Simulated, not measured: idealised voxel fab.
Title: Process Module voxel tone inversion
Square cells of 5 nm make up the cross-section cut, whose width is 245 nm.
Notation: cross-section as square-cell grid; stated in bands, top first, going down; one or more cell rows per band. Look at the band entry: it leads with the top's height and the bottom's height in nm. Then it lists the materials left to right, with a width in nm for each. The word "full width" on a single material says that material fills the band edge to edge. The word "blank" is empty space. It should be noted that heights are counted from 0, beneath which the wafer as supplied is of one material throughout, and that the lowest band possesses no lower boundary but continues downward, as written in "from 0 down". The two numbers in a width such as "30..40" mark its ends across the band: the first belongs to the top row of cells, the second to the bottom row, and from each row to the next the width moves by the same amount. Any step labelled "changes: none" changed none of the cells in the cross-section. What "Entrapped voids" gives you is every empty space of 8 cells or more that is cut off from the top. Each appears as width x height at distance, with the distance taken from the left edge and width, height and distance all in nm. Where a step's line continues beyond its settings, the continuation is a remark by the simulator itself on that step. A step's line can hold "overlay nm"; with a mask on that step, the setting says how far right of the planned place the mask lay, while a negative setting says it lay to the left. Each pair below shows a cross-section before one step and the cross-section after it, down to the lowest band that changed. The line under each pair gives the step between them, with its settings. The pairs can come from different runs of this module on the same starting wafer, so a pair continues from the pair above only where its "State on entry" says so.
State on entry:
	from 0 down: Si full width
	Entrapped voids: none
Resulting Cross-Section:
	from 5 to 0: SiN full width
	Heights below 0 show no change.
	Entrapped voids: none
the step between: CONFORMAL_DEP with material SiN, thk nm 5
State on entry: see preceding pair, after cross-section.
Resulting Cross-Section:
	from 20 to 5: polySi full width
	Heights below 5 show no change.
	Entrapped voids: none
the step between: DIRECTIONAL_DEP with material polySi, thk nm 15
State on entry: see preceding pair, after cross-section.
Resulting Cross-Section:
	from 40 to 20: blank=50, then resist=20, then blank=20, then resist=20, then blank=20, then resist=20, then blank=20, then resist=20, then blank=55
	Heights below 20 show no change.
	Entrapped voids: none
the step between: PATTERN with tone cover, mask id POSTS, material resist, width nm 20, pitch nm 40, thk nm 20, overlay nm 0
State on entry: see preceding pair, after cross-section.
Resulting Cross-Section:
	from 40 to 20: blank=50, then resist=20, then blank=20, then resist=20, then blank=20, then resist=20, then blank=20, then resist=20, then blank=55
	from 20 to 5: blank=50, then polySi=20, then blank=20, then polySi=20, then blank=20, then polySi=20, then blank=20, then polySi=20, then blank=55
	Heights below 5 show no change.
	Entrapped voids: none
the step between: DIRECTIONAL_ETCH with etch materials polySi, depth nm 15
State on entry: see preceding pair, after cross-section.
Resulting Cross-Section:
	from 20 to 5: blank=50, then polySi=20, then blank=20, then polySi=20, then blank=20, then polySi=20, then blank=20, then polySi=20, then blank=55
	Heights below 5 show no change.
	Entrapped voids: none
the step between: STRIP with etch materials resist
State on entry: see preceding pair, after cross-section.
Resulting Cross-Section:
	from 25 to 20: SiO2 full width
	from 20 to 5: SiO2=50, then polySi=20, then SiO2=20, then polySi=20, then SiO2=20, then polySi=20, then SiO2=20, then polySi=20, then SiO2=55
	Heights below 5 show no change.
	Entrapped voids: none
the step between: FILL_DEP with material SiO2, thk nm 5
State on entry: see preceding pair, after cross-section.
Resulting Cross-Section:
	from 20 to 5: SiO2=50, then polySi=20, then SiO2=20, then polySi=20, then SiO2=20, then polySi=20, then SiO2=20, then polySi=20, then SiO2=55
	Heights below 5 show no change.
	Entrapped voids: none
the step between: CMP with height nm 20
State on entry: see preceding pair, after cross-section.
Resulting Cross-Section:
	from 20 to 5: SiO2=50, then blank=20, then SiO2=20, then blank=20, then SiO2=20, then blank=20, then SiO2=20, then blank=20, then SiO2=55
	Heights below 5 show no change.
	Entrapped voids: none
the step between: STRIP with etch materials polySi
State on entry:
	from 0 down: Si full width
	Entrapped voids: none
Resulting Cross-Section:
	from 15 to 0: polySi full width
	Heights below 0 show no change.
	Entrapped voids: none
the step between: DIRECTIONAL_DEP with material polySi, thk nm 15
State on entry: see preceding pair, after cross-section.
Resulting Cross-Section:
	from 35 to 15: blank=50, then resist=20, then blank=20, then resist=20, then blank=20, then resist=20, then blank=20, then resist=20, then blank=55
	Heights below 15 show no change.
	Entrapped voids: none
the step between: PATTERN with tone cover, mask id POSTS, material resist, width nm 20, pitch nm 40, thk nm 20, overlay nm 0
State on entry: see preceding pair, after cross-section.
Resulting Cross-Section:
	from 35 to 15: blank=50, then resist=20, then blank=20, then resist=20, then blank=20, then resist=20, then blank=20, then resist=20, then blank=55
	from 15 to 0: blank=50, then polySi=20, then blank=20, then polySi=20, then blank=20, then polySi=20, then blank=20, then polySi=20, then blank=55
	Heights below 0 show no change.
	Entrapped voids: none
the step between: DIRECTIONAL_ETCH with etch materials polySi, depth nm 15
State on entry: see preceding pair, after cross-section.
Resulting Cross-Section:
	from 15 to 0: blank=50, then polySi=20, then blank=20, then polySi=20, then blank=20, then polySi=20, then blank=20, then polySi=20, then blank=55
	Heights below 0 show no change.
	Entrapped voids: none
the step between: STRIP with etch materials resist
State on entry: see preceding pair, after cross-section.
Resulting Cross-Section:
	from 20 to 15: SiO2 full width
	from 15 to 0: SiO2=50, then polySi=20, then SiO2=20, then polySi=20, then SiO2=20, then polySi=20, then SiO2=20, then polySi=20, then SiO2=55
	Heights below 0 show no change.
	Entrapped voids: none
the step between: FILL_DEP with material SiO2, thk nm 5
State on entry:
	from 15 to 0: polySi full width
	from 0 down: Si full width
	Entrapped voids: none
Resulting Cross-Section:
	from 20 to 15: SiN full width
	Heights below 15 show no change.
	Entrapped voids: none
the step between: CONFORMAL_DEP with material SiN, thk nm 5
State on entry: see preceding pair, after cross-section.
Resulting Cross-Section:
	from 40 to 20: blank=50, then resist=20, then blank=20, then resist=20, then blank=20, then resist=20, then blank=20, then resist=20, then blank=55
	Heights below 20 show no change.
	Entrapped voids: none
the step between: PATTERN with tone cover, mask id POSTS, material resist, width nm 20, pitch nm 40, thk nm 20, overlay nm 0
State on entry: see preceding pair, after cross-section.
Resulting Cross-Section:
	from 20 to 15: SiN full width
	Heights below 15 show no change.
	Entrapped voids: none
the step between: STRIP with etch materials resist
State on entry: see preceding pair, after cross-section.
Resulting Cross-Section:
	from 25 to 20: SiO2 full width
	Heights below 20 show no change.
	Entrapped voids: none
the step between: FILL_DEP with material SiO2, thk nm 5
State on entry: see preceding pair, after cross-section.
Resulting Cross-Section:
	from 20 to 15: SiN full width
	Heights below 15 show no change.
	Entrapped voids: none
the step between: CMP with height nm 20
State on entry:
	from 25 to 20: SiO2 full width
	from 20 to 5: SiO2=50, then polySi=20, then SiO2=20, then polySi=20, then SiO2=20, then polySi=20, then SiO2=20, then polySi=20, then SiO2=55
	from 5 to 0: SiN full width
	from 0 down: Si full width
	Entrapped voids: none
Resulting Cross-Section:
	from 10 to 5: SiO2=50, then polySi=20, then SiO2=20, then polySi=20, then SiO2=20, then polySi=20, then SiO2=20, then polySi=20, then SiO2=55
	Heights below 5 show no change.
	Entrapped voids: none
the step between: CMP with height nm 10
State on entry: see preceding pair, after cross-section.
Resulting Cross-Section:
	from 10 to 5: SiO2=50, then blank=20, then SiO2=20, then blank=20, then SiO2=20, then blank=20, then SiO2=20, then blank=20, then SiO2=55
	Heights below 5 show no change.
	Entrapped voids: none
the step between: STRIP with etch materials polySi
State on entry:
	from 20 to 5: polySi full width
	from 5 to 0: SiN full width
	from 0 down: Si full width
	Entrapped voids: none
Resulting Cross-Section:
	from 40 to 20: blank=50, then resist=25, then blank=15, then resist=25, then blank=15, then resist=25, then blank=15, then resist=25, then blank=50
	Heights below 20 show no change.
	Entrapped voids: none
the step between: PATTERN with tone cover, mask id POSTS, material resist, width nm 25, pitch nm 40, thk nm 20, overlay nm 0
State on entry: see preceding pair, after cross-section.
Resulting Cross-Section:
	from 40 to 20: blank=50, then resist=25, then blank=15, then resist=25, then blank=15, then resist=25, then blank=15, then resist=25, then blank=50
	from 20 to 5: blank=50, then polySi=25, then blank=15, then polySi=25, then blank=15, then polySi=25, then blank=15, then polySi=25, then blank=50
	Heights below 5 show no change.
	Entrapped voids: none
the step between: DIRECTIONAL_ETCH with etch materials polySi, depth nm 15
State on entry: see preceding pair, after cross-section.
Resulting Cross-Section:
	from 20 to 5: blank=50, then polySi=25, then blank=15, then polySi=25, then blank=15, then polySi=25, then blank=15, then polySi=25, then blank=50
	Heights below 5 show no change.
	Entrapped voids: none
the step between: STRIP with etch materials resist
State on entry: see preceding pair, after cross-section.
Resulting Cross-Section:
	from 25 to 20: SiO2 full width
	from 20 to 5: SiO2=50, then polySi=25, then SiO2=15, then polySi=25, then SiO2=15, then polySi=25, then SiO2=15, then polySi=25, then SiO2=50
	Heights below 5 show no change.
	Entrapped voids: none
the step between: FILL_DEP with material SiO2, thk nm 5
State on entry: see preceding pair, after cross-section.
Resulting Cross-Section:
	from 20 to 5: SiO2=50, then polySi=25, then SiO2=15, then polySi=25, then SiO2=15, then polySi=25, then SiO2=15, then polySi=25, then SiO2=50
	Heights below 5 show no change.
	Entrapped voids: none
the step between: CMP with height nm 20
State on entry: see preceding pair, after cross-section.
Resulting Cross-Section:
	from 20 to 5: SiO2=50, then blank=25, then SiO2=15, then blank=25, then SiO2=15, then blank=25, then SiO2=15, then blank=25, then SiO2=50
	Heights below 5 show no change.
	Entrapped voids: none
the step between: STRIP with etch materials polySi
State on entry:
	from 20 to 5: polySi full width
	from 5 to 0: SiN full width
	from 0 down: Si full width
	Entrapped voids: none
Resulting Cross-Section:
	from 40 to 20: blank=60, then resist=20, then blank=20, then resist=20, then blank=20, then resist=20, then blank=20, then resist=20, then blank=45
	Heights below 20 show no change.
	Entrapped voids: none
the step between: PATTERN with tone cover, mask id POSTS, material resist, width nm 20, pitch nm 40, thk nm 20, overlay nm 10
State on entry: see preceding pair, after cross-section.
Resulting Cross-Section:
	from 40 to 20: blank=60, then resist=20, then blank=20, then resist=20, then blank=20, then resist=20, then blank=20, then resist=20, then blank=45
	from 20 to 5: blank=60, then polySi=20, then blank=20, then polySi=20, then blank=20, then polySi=20, then blank=20, then polySi=20, then blank=45
	Heights below 5 show no change.
	Entrapped voids: none
the step between: DIRECTIONAL_ETCH with etch materials polySi, depth nm 15
State on entry: see preceding pair, after cross-section.
Resulting Cross-Section:
	from 20 to 5: blank=60, then polySi=20, then blank=20, then polySi=20, then blank=20, then polySi=20, then blank=20, then polySi=20, then blank=45
	Heights below 5 show no change.
	Entrapped voids: none
the step between: STRIP with etch materials resist
State on entry: see preceding pair, after cross-section.
Resulting Cross-Section:
	from 25 to 20: SiO2 full width
	from 20 to 5: SiO2=60, then polySi=20, then SiO2=20, then polySi=20, then SiO2=20, then polySi=20, then SiO2=20, then polySi=20, then SiO2=45
	Heights below 5 show no change.
	Entrapped voids: none
the step between: FILL_DEP with material SiO2, thk nm 5
State on entry: see preceding pair, after cross-section.
Resulting Cross-Section:
	from 20 to 5: SiO2=60, then polySi=20, then SiO2=20, then polySi=20, then SiO2=20, then polySi=20, then SiO2=20, then polySi=20, then SiO2=45
	Heights below 5 show no change.
	Entrapped voids: none
the step between: CMP with height nm 20
State on entry: see preceding pair, after cross-section.
Resulting Cross-Section:
	from 20 to 5: SiO2=60, then blank=20, then SiO2=20, then blank=20, then SiO2=20, then blank=20, then SiO2=20, then blank=20, then SiO2=45
	Heights below 5 show no change.
	Entrapped voids: none
the step between: STRIP with etch materials polySi
State on entry:
	from 5 to 0: SiN full width
	from 0 down: Si full width
	Entrapped voids: none
Resulting Cross-Section:
	from 20 to 5: SiO2 full width
	Heights below 5 show no change.
	Entrapped voids: none
the step between: DIRECTIONAL_DEP with material SiO2, thk nm 15
State on entry: see preceding pair, after cross-section.
Resulting Cross-Section:
	from 40 to 20: blank=50, then resist=20, then blank=20, then resist=20, then blank=20, then resist=20, then blank=20, then resist=20, then blank=55
	Heights below 20 show no change.
	Entrapped voids: none
the step between: PATTERN with tone cover, mask id POSTS, material resist, width nm 20, pitch nm 40, thk nm 20, overlay nm 0
State on entry: see preceding pair, after cross-section.
Resulting Cross-Section:
	from 20 to 5: SiO2 full width
	Heights below 5 show no change.
	Entrapped voids: none
the step between: STRIP with etch materials resist
State on entry: see preceding pair, after cross-section.
Resulting Cross-Section:
	from 25 to 5: SiO2 full width
	Heights below 5 show no change.
	Entrapped voids: none
the step between: FILL_DEP with material SiO2, thk nm 5
State on entry: see preceding pair, after cross-section.
Resulting Cross-Section:
	from 20 to 5: SiO2 full width
	Heights below 5 show no change.
	Entrapped voids: none
the step between: CMP with height nm 20
State on entry:
	from 20 to 5: polySi full width
	from 5 to 0: SiN full width
	from 0 down: Si full width
	Entrapped voids: none
Resulting Cross-Section:
	from 40 to 20: resist=50, then blank=20, then resist=20, then blank=20, then resist=20, then blank=20, then resist=20, then blank=20, then resist=55
	Heights below 20 show no change.
	Entrapped voids: none
the step between: PATTERN with tone open, mask id POSTS, material resist, width nm 20, pitch nm 40, thk nm 20, overlay nm 0
State on entry: see preceding pair, after cross-section.
Resulting Cross-Section:
	from 40 to 20: resist=50, then blank=20, then resist=20, then blank=20, then resist=20, then blank=20, then resist=20, then blank=20, then resist=55
	from 20 to 5: polySi=50, then blank=20, then polySi=20, then blank=20, then polySi=20, then blank=20, then polySi=20, then blank=20, then polySi=55
	Heights below 5 show no change.
	Entrapped voids: none
the step between: DIRECTIONAL_ETCH with etch materials polySi, depth nm 15
State on entry: see preceding pair, after cross-section.
Resulting Cross-Section:
	from 20 to 5: polySi=50, then blank=20, then polySi=20, then blank=20, then polySi=20, then blank=20, then polySi=20, then blank=20, then polySi=55
	Heights below 5 show no change.
	Entrapped voids: none
the step between: STRIP with etch materials resist
State on entry: see preceding pair, after cross-section.
Resulting Cross-Section:
	from 25 to 20: SiO2 full width
	from 20 to 5: polySi=50, then SiO2=20, then polySi=20, then SiO2=20, then polySi=20, then SiO2=20, then polySi=20, then SiO2=20, then polySi=55
	Heights below 5 show no change.
	Entrapped voids: none
the step between: FILL_DEP with material SiO2, thk nm 5
State on entry: see preceding pair, after cross-section.
Resulting Cross-Section:
	from 20 to 5: polySi=50, then SiO2=20, then polySi=20, then SiO2=20, then polySi=20, then SiO2=20, then polySi=20, then SiO2=20, then polySi=55
	Heights below 5 show no change.
	Entrapped voids: none
the step between: CMP with height nm 20
State on entry: see preceding pair, after cross-section.
Resulting Cross-Section:
	from 20 to 5: blank=50, then SiO2=20, then blank=20, then SiO2=20, then blank=20, then SiO2=20, then blank=20, then SiO2=20, then blank=55
	Heights below 5 show no change.
	Entrapped voids: none
the step between: STRIP with etch materials polySi
